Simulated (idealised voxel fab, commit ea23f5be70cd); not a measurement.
Process module name: voxel wiring stack
cross-section cut | 200 nm wide | cells 5 nm
Cross-sections here: square-cell grids, written as top-down lists of bands, a band being one or more rows of cells. A band entry consists of two parts. The first gives the height of the band's top and the height of its bottom, in nm. The rest lists the band's materials from left to right, each with its width in nm. A single material labelled with the word "everywhere" fills the band from edge to edge, and the word "empty" marks empty space. Below 0: as-received wafer, all one material; heights counted from there. Lowest band: no bottom, goes on down, written "0 down". The width entry "30..40" should be interpreted row by row: the top row of cells in the band takes the first number, the bottom row takes the second number, and the change between adjacent rows is uniform throughout. What does "no change occurred" mean for a step? It means no cell of the cross-section changed in that step. Listed in "Sealed internal voids": every empty space of 8 or more cells without an open way to the top. Form: width x height at distance, the distance being from the left edge, all in nm. Text after the settings on a step's line: the simulator's own remark on that step. What "overlay nm" on a step's line means: if the step has a mask, that mask lay this far to the right of its planned place, or, when the value is negative, to the left.

Planned step list for the process:
1: op RECEIVE | material Si
2: op CONFORMAL_DEP | material SiO2 | thk nm 10
3: op DIRECTIONAL_DEP | material TiN | thk nm 5
4: op DIRECTIONAL_DEP | material W | thk nm 15
5: op DIRECTIONAL_DEP | material aC | thk nm 10
6: op PATTERN | tone cover | mask id METAL_1 | material resist | width nm 30 | pitch nm 60 | thk nm 25 | overlay nm 0
7: op DIRECTIONAL_ETCH | etch materials aC | depth nm 10
8: op STRIP | etch materials resist
9: op DIRECTIONAL_ETCH | etch materials W | depth nm 15
10: op DIRECTIONAL_ETCH | etch materials TiN | depth nm 5
11: op STRIP | etch materials aC
12: op FILL_DEP | material lowk | thk nm 10
13: op CMP | height nm 30
14: op CONFORMAL_DEP | material SiCN | thk nm 5
15: op DIRECTIONAL_DEP | material SiO2 | thk nm 30
16: op MASKED_ETCH | tone open | mask id METAL_2_HOLES | width nm 15 | pitch nm 120 | etch materials SiO2 | depth nm 30 | overlay nm 0
17: op MASKED_ETCH | tone open | mask id METAL_2 | width nm 30 | pitch nm 60 | etch materials SiO2 | depth nm 15 | overlay nm 0
18: op MASKED_ETCH | tone open | mask id METAL_2 | width nm 30 | pitch nm 60 | etch materials SiCN | depth nm 5 | overlay nm 0
19: op CONFORMAL_DEP | material TiN | thk nm 5
20: op FILL_DEP | material Ru | thk nm 5
21: op CMP | height nm 65
22: op CONFORMAL_DEP | material SiCN | thk nm 5
23: op DIRECTIONAL_DEP | material SiO2 | thk nm 15
24: op MASKED_ETCH | tone open | mask id PLUG_2 | width nm 15 | pitch nm 60 | etch materials SiO2 | depth nm 15 | overlay nm 0
25: op MASKED_ETCH | tone open | mask id PLUG_2 | width nm 15 | pitch nm 60 | etch materials SiCN | depth nm 5 | overlay nm 0
26: op EPI | material Ru | thk nm 10
27: op EPI | material Ru | thk nm 10
28: op CONFORMAL_DEP | material SiN | thk nm 5
29: op DIRECTIONAL_DEP | material SiO2 | thk nm 25
30: op PATTERN | tone open | mask id METAL_3 | material resist | width nm 30 | pitch nm 60 | thk nm 20 | overlay nm 0
31: op DIRECTIONAL_ETCH | etch materials SiO2 | depth nm 25
32: op DIRECTIONAL_ETCH | etch materials SiN | depth nm 5
33: op STRIP | etch materials resist
34: op CONFORMAL_DEP | material TiN | thk nm 5
35: op FILL_DEP | material Ru | thk nm 5
36: op CMP | height nm 115
37: op CONFORMAL_DEP | material SiN | thk nm 5

As-received state of the wafer in cross-section, equivalent to post-step 1:
	0 down = Si everywhere
	Sealed internal voids: none

Wafer cross-section at module end: first of two, run to plan:
	120 to 115 = SiN everywhere
	115 to 90 = SiO2 25 nm, then TiN 5 nm, then Ru 20 nm, then TiN 5 nm, then SiO2 30 nm, then TiN 5 nm, then Ru 20 nm, then TiN 5 nm, then SiO2 30 nm, then TiN 5 nm, then Ru 20 nm, then TiN 5 nm, then SiO2 25 nm
	90 to 85 = SiN 25 nm, then TiN 30 nm, then SiN 30 nm, then TiN 30 nm, then SiN 30 nm, then TiN 30 nm, then SiN 25 nm
	85 to 70 = SiO2 25 nm, then Ru 15 nm, then SiO2 45 nm, then Ru 15 nm, then SiO2 45 nm, then Ru 15 nm, then SiO2 40 nm
	70 to 65 = SiCN 25 nm, then Ru 15 nm, then SiCN 45 nm, then Ru 15 nm, then SiCN 45 nm, then Ru 15 nm, then SiCN 40 nm
	65 to 55 = SiO2 25 nm, then TiN 5 nm, then Ru 20 nm, then TiN 5 nm, then SiO2 30 nm, then TiN 5 nm, then Ru 20 nm, then TiN 5 nm, then SiO2 30 nm, then TiN 5 nm, then Ru 20 nm, then TiN 5 nm, then SiO2 25 nm
	55 to 50 = SiO2 25 nm, then TiN 5 nm, then Ru 5 nm, then TiN 20 nm, then SiO2 30 nm, then TiN 30 nm, then SiO2 30 nm, then TiN 5 nm, then Ru 5 nm, then TiN 20 nm, then SiO2 25 nm
	50 to 35 = SiO2 25 nm, then TiN 5 nm, then Ru 5 nm, then TiN 5 nm, then SiO2 105 nm, then TiN 5 nm, then Ru 5 nm, then TiN 5 nm, then SiO2 40 nm
	35 to 30 = SiCN 25 nm, then TiN 15 nm, then SiCN 105 nm, then TiN 15 nm, then SiCN 40 nm
	30 to 15 = lowk 25 nm, then W 30 nm, then lowk 30 nm, then W 30 nm, then lowk 30 nm, then W 30 nm, then lowk 25 nm
	15 to 10 = lowk 25 nm, then TiN 30 nm, then lowk 30 nm, then TiN 30 nm, then lowk 30 nm, then TiN 30 nm, then lowk 25 nm
	10 to 0 = SiO2 everywhere
	0 down = Si everywhere
	Sealed internal voids: none

Here's the second of our two wafers sectioned at module end. Same start as the first, same plan, but one mistake got made running it:
	120 to 115 = SiN everywhere
	115 to 110 = TiN 30 nm, then Ru 20 nm, then TiN 40 nm, then Ru 20 nm, then TiN 40 nm, then Ru 20 nm, then TiN 30 nm
	110 to 90 = SiO2 25 nm, then TiN 5 nm, then Ru 20 nm, then TiN 5 nm, then SiO2 30 nm, then TiN 5 nm, then Ru 20 nm, then TiN 5 nm, then SiO2 30 nm, then TiN 5 nm, then Ru 20 nm, then TiN 5 nm, then SiO2 25 nm
	90 to 85 = SiO2 25 nm, then TiN 30 nm, then SiO2 30 nm, then TiN 30 nm, then SiO2 30 nm, then TiN 30 nm, then SiO2 25 nm
	85 to 70 = SiO2 25 nm, then Ru 15 nm, then SiO2 45 nm, then Ru 15 nm, then SiO2 45 nm, then Ru 15 nm, then SiO2 40 nm
	70 to 65 = SiCN 25 nm, then Ru 15 nm, then SiCN 45 nm, then Ru 15 nm, then SiCN 45 nm, then Ru 15 nm, then SiCN 40 nm
	65 to 55 = SiO2 25 nm, then TiN 5 nm, then Ru 20 nm, then TiN 5 nm, then SiO2 30 nm, then TiN 5 nm, then Ru 20 nm, then TiN 5 nm, then SiO2 30 nm, then TiN 5 nm, then Ru 20 nm, then TiN 5 nm, then SiO2 25 nm
	55 to 50 = SiO2 25 nm, then TiN 5 nm, then Ru 5 nm, then TiN 20 nm, then SiO2 30 nm, then TiN 30 nm, then SiO2 30 nm, then TiN 5 nm, then Ru 5 nm, then TiN 20 nm, then SiO2 25 nm
	50 to 35 = SiO2 25 nm, then TiN 5 nm, then Ru 5 nm, then TiN 5 nm, then SiO2 105 nm, then TiN 5 nm, then Ru 5 nm, then TiN 5 nm, then SiO2 40 nm
	35 to 30 = SiCN 25 nm, then TiN 15 nm, then SiCN 105 nm, then TiN 15 nm, then SiCN 40 nm
	30 to 15 = lowk 25 nm, then W 30 nm, then lowk 30 nm, then W 30 nm, then lowk 30 nm, then W 30 nm, then lowk 25 nm
	15 to 10 = lowk 25 nm, then TiN 30 nm, then lowk 30 nm, then TiN 30 nm, then lowk 30 nm, then TiN 30 nm, then lowk 25 nm
	10 to 0 = SiO2 everywhere
	0 down = Si everywhere
	Sealed internal voids: none
Nonconformance to the process plan: step 28 in the plan did not get run; it was skipped
Count the cells at the end and the second wafer has more or fewer of some materials than the first: SiN -22, TiN +22
